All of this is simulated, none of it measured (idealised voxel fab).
You're looking at the process module voxel self aligned contacts.
In the cross-section labelled cut, the width is 180 nm and each square cell is 5 nm.
How to read a cross-section here: the picture is a grid of square cells, written as bands going from the top down, and any band can span one or more rows of cells.
Heads up on the band format: heights come first, top then bottom, in nm. After that it's the materials left to right, each with its width in nm. A single material flagged "full width" fills the whole band edge to edge, and "blank" means there's empty space there.
Heights from 0 (as-received wafer is one material below). Bottom band endless downward, as "0 -> down".
The two numbers in a width such as "30 to 40" mark its ends across the band: the first belongs to the top row of cells, the second to the bottom row, and from each row to the next the width moves by the same amount.
The designation "nothing changed", where it is given for a processing step, indicates that no cell of the cross-section was altered in the course of that step.
The list in "Enclosed voids" covers empty spaces of 8 cells or more that cannot reach the top through any open way, and it gives each as width x height at distance; the distance is from the left edge, and width, height and distance are in nm.
after a step's settings: what the simulator itself notes on the step
overlay nm: mask offset rightward from planned place, masked step; negative means leftward offset.
**Process steps foreseen in the plan**
| 1 | RECEIVE | material Si |
| 2 | CONFORMAL_DEP | material SiO2 | thk nm 5 |
| 3 | DIRECTIONAL_DEP | material polySi | thk nm 30 |
| 4 | DIRECTIONAL_DEP | material SiN | thk nm 20 |
| 5 | MASKED_ETCH | tone cover | mask id GATE | width nm 30 | pitch nm 65 | etch materials SiN | depth nm 20 | overlay nm 0 |
| 6 | MASKED_ETCH | tone cover | mask id GATE | width nm 30 | pitch nm 65 | etch materials polySi | depth nm 30 | overlay nm 0 |
| 7 | CONFORMAL_DEP | material SiN | thk nm 10 |
| 8 | DIRECTIONAL_ETCH | etch materials SiN | depth nm 10 |
| 9 | FILL_DEP | material SiO2 | thk nm 15 |
| 10 | CMP | height nm 65 |
| 11 | PATTERN | tone open | mask id CONTACT | material resist | width nm 45 | thk nm 20 | overlay nm 0 |
| 12 | DIRECTIONAL_ETCH | etch materials SiO2 | depth nm 65 |
| 13 | STRIP | etch materials resist |
| 14 | CONFORMAL_DEP | material TiN | thk nm 5 |
| 15 | FILL_DEP | material Ru | thk nm 10 |
| 16 | CMP | height nm 65 |
| 17 | CONFORMAL_DEP | material SiN | thk nm 5 |
**Wafer cross-section on receipt, i.e. after step 1**
> 0 -> down: Si full width
> Enclosed voids: none
**Module complete - cross-section of the first of two wafers, run according to plan**
> 70 -> 65: SiN full width
> 65 -> 55: 65 SiO2; 5 to 20 TiN; 35 to 5 Ru; 5 to 20 TiN; 70 SiO2
> 55 -> 35: 30 SiO2; 50 SiN; 5 TiN; 5 Ru; 5 TiN; 50 SiN; 35 SiO2
> 35 -> 5: 30 SiO2; 10 SiN; 30 polySi; 10 SiN; 5 TiN; 5 Ru; 5 TiN; 10 SiN; 30 polySi; 10 SiN; 35 SiO2
> 5 -> 0: 80 SiO2; 15 TiN; 85 SiO2
> 0 -> down: Si full width
> Enclosed voids: none
**Wafer two (of two), end-of-module cross-section: start = wafer one, plan = wafer one, one run mistake**
> 70 -> 65: SiN full width
> 65 -> 55: 65 SiO2; 5 to 15 TiN; 35 to 15 Ru; 5 to 15 TiN; 70 SiO2
> 55 -> 40: 35 SiO2; 40 SiN; 5 TiN; 15 Ru; 5 TiN; 40 SiN; 40 SiO2
> 40 -> 35: 35 SiO2; 40 SiN; 10 TiN; 5 Ru; 10 TiN; 40 SiN; 40 SiO2
> 35 -> 5: 30 SiO2; 10 SiN; 30 polySi; 10 SiN; 5 TiN; 5 Ru; 5 TiN; 10 SiN; 30 polySi; 10 SiN; 35 SiO2
> 5 -> 0: 80 SiO2; 15 TiN; 85 SiO2
> 0 -> down: Si full width
> Enclosed voids: none
What was the processing mistake? heads up, step 5 didn't go per plan, it actually ran as MASKED_ETCH | tone cover | mask id GATE | width nm 20 | pitch nm 65 | etch materials SiN | depth nm 20 | overlay nm 0
End of process, cell counts, second wafer against first, materials with more or fewer: Ru +8, SiN -16, SiO2 +8
